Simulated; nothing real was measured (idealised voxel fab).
The following process module bears the name voxel capacitor over wiring.
Square cell edge 5 nm, section width 260 nm, ID cut.
Think of the cross-section as a grid of square cells. We describe it in bands, top to bottom, and each band covers one or more rows of those cells.
Band entry format. Leading values: height of top, height of bottom, nm. Remainder: materials in left-to-right order, each with its width in nm. Special words: "everywhere" on a single material, which then fills the band edge to edge; "empty", empty space.
Height datum 0, below which the as-received substrate wafer is one material. Lowest band open at the bottom, running downward: "0 -> down".
The two numbers in a width such as "30->40" mark its ends across the band: the first belongs to the top row of cells, the second to the bottom row, and from each row to the next the width moves by the same amount.
Step marked "no change"? Then no cell in the cross-section changed in it.
Listed in "Closed empty spaces": every empty space of 8 or more cells without an open way to the top. Form: width x height at distance, the distance being from the left edge, all in nm.
Whatever follows a step's settings on its line is a remark the simulator itself makes about that step.
overlay nm, on a step with a mask: how far to the right of its planned place the mask lay; to the left if negative

[Planned step list for the process]
- 1: RECEIVE with material Si
- 2: CONFORMAL_DEP with material SiO2, thk nm 15
- 3: DIRECTIONAL_DEP with material TiN, thk nm 5
- 4: DIRECTIONAL_DEP with material W, thk nm 25
- 5: DIRECTIONAL_DEP with material aC, thk nm 10
- 6: PATTERN with tone cover, mask id METAL_1, material resist, width nm 20, pitch nm 85, thk nm 25, overlay nm 0
- 7: DIRECTIONAL_ETCH with etch materials aC, depth nm 10
- 8: STRIP with etch materials resist
- 9: DIRECTIONAL_ETCH with etch materials W, depth nm 25
- 10: DIRECTIONAL_ETCH with etch materials TiN, depth nm 5
- 11: STRIP with etch materials aC
- 12: CONFORMAL_DEP with material SiN, thk nm 5
- 13: FILL_DEP with material SiO2, thk nm 5
- 14: CMP with height nm 45
- 15: CONFORMAL_DEP with material SiCN, thk nm 5
- 16: DIRECTIONAL_DEP with material lowk, thk nm 10
- 17: MASKED_ETCH with tone open, mask id PLUG_1, width nm 15, etch materials lowk, depth nm 10, overlay nm 0
- 18: MASKED_ETCH with tone open, mask id PLUG_1, width nm 15, etch materials SiCN, depth nm 5, overlay nm 0
- 19: CONFORMAL_DEP with material TiN, thk nm 5
- 20: FILL_DEP with material Cu, thk nm 10
- 21: CMP with height nm 60
- 22: DIRECTIONAL_DEP with material TiN, thk nm 10
- 23: DIRECTIONAL_DEP with material HfO2, thk nm 5
- 24: DIRECTIONAL_DEP with material TiN, thk nm 5
- 25: DIRECTIONAL_DEP with material aC, thk nm 15
- 26: PATTERN with tone cover, mask id UPPER_PLATE, material resist, width nm 70, thk nm 35, overlay nm 0
- 27: DIRECTIONAL_ETCH with etch materials aC, depth nm 15
- 28: STRIP with etch materials resist
- 29: DIRECTIONAL_ETCH with etch materials TiN, depth nm 5
- 30: DIRECTIONAL_ETCH with etch materials HfO2, depth nm 5
- 31: STRIP with etch materials aC
- 32: MASKED_ETCH with tone cover, mask id LOWER_PLATE, width nm 80, etch materials TiN, depth nm 10, overlay nm 0
- 33: FILL_DEP with material SiO2, thk nm 20
- 34: CMP with height nm 95
- 35: PATTERN with tone open, mask id PLUG_2, material resist, width nm 15, thk nm 15, overlay nm 0
- 36: DIRECTIONAL_ETCH with etch materials SiO2, depth nm 15
- 37: STRIP with etch materials resist
- 38: CONFORMAL_DEP with material TiN, thk nm 5
- 39: FILL_DEP with material Cu, thk nm 5
- 40: CMP with height nm 95
- 41: CONFORMAL_DEP with material SiN, thk nm 5

[The first of a set of two wafers, run to plan]

[Cross-section of the wafer as it came to us, i.e., already through step 1]
* 0 -> down: Si everywhere
* Closed empty spaces: none

[Cross-section through the wafer, step 2 finished]
* 15 -> 0: SiO2 everywhere
* Anything lower than 0 is untouched.

[Cross-section through the wafer, step 3 finished]
* 20 -> 15: TiN everywhere
* Anything lower than 15 is untouched.

[Cross-section through the wafer, step 4 finished]
* 45 -> 20: W everywhere
* Anything lower than 20 is untouched.

[Cross-section through the wafer, step 5 finished]
* 55 -> 45: aC everywhere
* Anything lower than 45 is untouched.

[Cross-section through the wafer, step 6 finished]
* 80 -> 55: empty=75, resist=20, empty=65, resist=20, empty=80
* Anything lower than 55 is untouched.

[Cross-section through the wafer, step 7 finished]
* 70 -> 55: empty=75, resist=20, empty=65, resist=20, empty=80
* 55 -> 45: empty=75, aC=20, empty=65, aC=20, empty=80
* Anything lower than 45 is untouched.

[Cross-section through the wafer, step 8 finished]
* 55 -> 45: empty=75, aC=20, empty=65, aC=20, empty=80
* Anything lower than 45 is untouched.

[Cross-section through the wafer, step 9 finished]
* 55 -> 45: empty=75, aC=20, empty=65, aC=20, empty=80
* 45 -> 20: empty=75, W=20, empty=65, W=20, empty=80
* Anything lower than 20 is untouched.

[Cross-section through the wafer, step 10 finished]
* 55 -> 45: empty=75, aC=20, empty=65, aC=20, empty=80
* 45 -> 20: empty=75, W=20, empty=65, W=20, empty=80
* 20 -> 15: empty=75, TiN=20, empty=65, TiN=20, empty=80
* Anything lower than 15 is untouched.

[Cross-section through the wafer, step 11 finished]
* 45 -> 20: empty=75, W=20, empty=65, W=20, empty=80
* Anything lower than 20 is untouched.

[Cross-section through the wafer, step 12 finished]
* 50 -> 45: empty=70, SiN=30, empty=55, SiN=30, empty=75
* 45 -> 20: empty=70, SiN=5, W=20, SiN=5, empty=55, SiN=5, W=20, SiN=5, empty=75
* 20 -> 15: SiN=75, TiN=20, SiN=65, TiN=20, SiN=80
* Anything lower than 15 is untouched.

[Cross-section through the wafer, step 13 finished]
* 55 -> 50: SiO2 everywhere
* 50 -> 45: SiO2=70, SiN=30, SiO2=55, SiN=30, SiO2=75
* 45 -> 20: SiO2=70, SiN=5, W=20, SiN=5, SiO2=55, SiN=5, W=20, SiN=5, SiO2=75
* Anything lower than 20 is untouched.

[Cross-section through the wafer, step 14 finished]
* 45 -> 20: SiO2=70, SiN=5, W=20, SiN=5, SiO2=55, SiN=5, W=20, SiN=5, SiO2=75
* Anything lower than 20 is untouched.

[Cross-section through the wafer, step 15 finished]
* 50 -> 45: SiCN everywhere
* Anything lower than 45 is untouched.

[Cross-section through the wafer, step 16 finished]
* 60 -> 50: lowk everywhere
* Anything lower than 50 is untouched.

[Cross-section through the wafer, step 17 finished]
* 60 -> 50: lowk=80, empty=15, lowk=165
* Anything lower than 50 is untouched.

[Cross-section through the wafer, step 18 finished]
* 60 -> 50: lowk=80, empty=15, lowk=165
* 50 -> 45: SiCN=80, empty=15, SiCN=165
* Anything lower than 45 is untouched.

[Cross-section through the wafer, step 19 finished]
* 65 -> 60: TiN=85, empty=5, TiN=170
* 60 -> 50: lowk=80, TiN=5, empty=5, TiN=5, lowk=165
* 50 -> 45: SiCN=80, TiN=15, SiCN=165
* Anything lower than 45 is untouched.

[Cross-section through the wafer, step 20 finished]
* 75 -> 65: Cu everywhere
* 65 -> 60: TiN=85, Cu=5, TiN=170
* 60 -> 50: lowk=80, TiN=5, Cu=5, TiN=5, lowk=165
* Anything lower than 50 is untouched.

[Cross-section through the wafer, step 21 finished]
* 60 -> 50: lowk=80, TiN=5, Cu=5, TiN=5, lowk=165
* Anything lower than 50 is untouched.

[Cross-section through the wafer, step 22 finished]
* 70 -> 60: TiN everywhere
* Anything lower than 60 is untouched.

[Cross-section through the wafer, step 23 finished]
* 75 -> 70: HfO2 everywhere
* Anything lower than 70 is untouched.

[Cross-section through the wafer, step 24 finished]
* 80 -> 75: TiN everywhere
* Anything lower than 75 is untouched.

[Cross-section through the wafer, step 25 finished]
* 95 -> 80: aC everywhere
* Anything lower than 80 is untouched.

[Cross-section through the wafer, step 26 finished]
* 130 -> 95: empty=80, resist=70, empty=110
* Anything lower than 95 is untouched.

[Cross-section through the wafer, step 27 finished]
* 115 -> 95: empty=80, resist=70, empty=110
* 95 -> 80: empty=80, aC=70, empty=110
* Anything lower than 80 is untouched.

[Cross-section through the wafer, step 28 finished]
* 95 -> 80: empty=80, aC=70, empty=110
* Anything lower than 80 is untouched.

[Cross-section through the wafer, step 29 finished]
* 95 -> 80: empty=80, aC=70, empty=110
* 80 -> 75: empty=80, TiN=70, empty=110
* Anything lower than 75 is untouched.

[Cross-section through the wafer, step 30 finished]
* 95 -> 80: empty=80, aC=70, empty=110
* 80 -> 75: empty=80, TiN=70, empty=110
* 75 -> 70: empty=80, HfO2=70, empty=110
* Anything lower than 70 is untouched.

[Cross-section through the wafer, step 31 finished]
* 80 -> 75: empty=80, TiN=70, empty=110
* Anything lower than 75 is untouched.

[Cross-section through the wafer, step 32 finished]
* 80 -> 75: empty=80, TiN=70, empty=110
* 75 -> 70: empty=80, HfO2=70, empty=110
* 70 -> 60: empty=75, TiN=80, empty=105
* Anything lower than 60 is untouched.

[Cross-section through the wafer, step 33 finished]
* 100 -> 80: SiO2 everywhere
* 80 -> 75: SiO2=80, TiN=70, SiO2=110
* 75 -> 70: SiO2=80, HfO2=70, SiO2=110
* 70 -> 60: SiO2=75, TiN=80, SiO2=105
* Anything lower than 60 is untouched.

[Cross-section through the wafer, step 34 finished]
* 95 -> 80: SiO2 everywhere
* Anything lower than 80 is untouched.

[Cross-section through the wafer, step 35 finished]
* 110 -> 95: resist=90, empty=15, resist=155
* Anything lower than 95 is untouched.

[Cross-section through the wafer, step 36 finished]
* 110 -> 95: resist=90, empty=15, resist=155
* 95 -> 80: SiO2=90, empty=15, SiO2=155
* Anything lower than 80 is untouched.

[Cross-section through the wafer, step 37 finished]
* 95 -> 80: SiO2=90, empty=15, SiO2=155
* Anything lower than 80 is untouched.

[Cross-section through the wafer, step 38 finished]
* 100 -> 95: TiN=95, empty=5, TiN=160
* 95 -> 85: SiO2=90, TiN=5, empty=5, TiN=5, SiO2=155
* 85 -> 75: SiO2=90->80, TiN=15->70, SiO2=155->110
* Anything lower than 75 is untouched.

[Cross-section through the wafer, step 39 finished]
* 105 -> 100: Cu everywhere
* 100 -> 95: TiN=95, Cu=5, TiN=160
* 95 -> 85: SiO2=90, TiN=5, Cu=5, TiN=5, SiO2=155
* Anything lower than 85 is untouched.

[Cross-section through the wafer, step 40 finished]
* 95 -> 85: SiO2=90, TiN=5, Cu=5, TiN=5, SiO2=155
* Anything lower than 85 is untouched.

[Cross-section through the wafer, step 41 finished]
* 100 -> 95: SiN everywhere
* Anything lower than 95 is untouched.

[Regarding the second of the two wafers: it shared the first wafer's starting condition and process plan, yet one error occurred during its execution. Its history coincides with that of the first wafer up to and including step 34]

[Cross-section, second wafer, at the end time the plan gives for step 35]
* 110 -> 95: resist=85, empty=15, resist=160
* Anything lower than 95 is untouched.

[Cross-section, second wafer, at the end time the plan gives for step 36]
* 110 -> 95: resist=85, empty=15, resist=160
* 95 -> 80: SiO2=85, empty=15, SiO2=160
* Anything lower than 80 is untouched.

[Cross-section, second wafer, at the end time the plan gives for step 37]
* 95 -> 80: SiO2=85, empty=15, SiO2=160
* Anything lower than 80 is untouched.

[Cross-section, second wafer, at the end time the plan gives for step 38]
* 100 -> 95: TiN=90, empty=5, TiN=165
* 95 -> 85: SiO2=85, TiN=5, empty=5, TiN=5, SiO2=160
* 85 -> 75: SiO2=85->80, TiN=15->70, SiO2=160->110
* Anything lower than 75 is untouched.

[Cross-section, second wafer, at the end time the plan gives for step 39]
* 105 -> 100: Cu everywhere
* 100 -> 95: TiN=90, Cu=5, TiN=165
* 95 -> 85: SiO2=85, TiN=5, Cu=5, TiN=5, SiO2=160
* Anything lower than 85 is untouched.

[Cross-section, second wafer, at the end time the plan gives for step 40]
* 95 -> 85: SiO2=85, TiN=5, Cu=5, TiN=5, SiO2=160
* Anything lower than 85 is untouched.

[Cross-section, second wafer, at the end time the plan gives for step 41]
* 100 -> 95: SiN everywhere
* Anything lower than 95 is untouched.
Deviation noted in wafer processing: step 35 went in with a setting other than planned; the actual run was PATTERN with tone open, mask id PLUG_2, material resist, width nm 15, thk nm 15, overlay nm -5
Same inventory, different map: at the end, the second wafer holds as many cells of each material as the first, placed elsewhere.
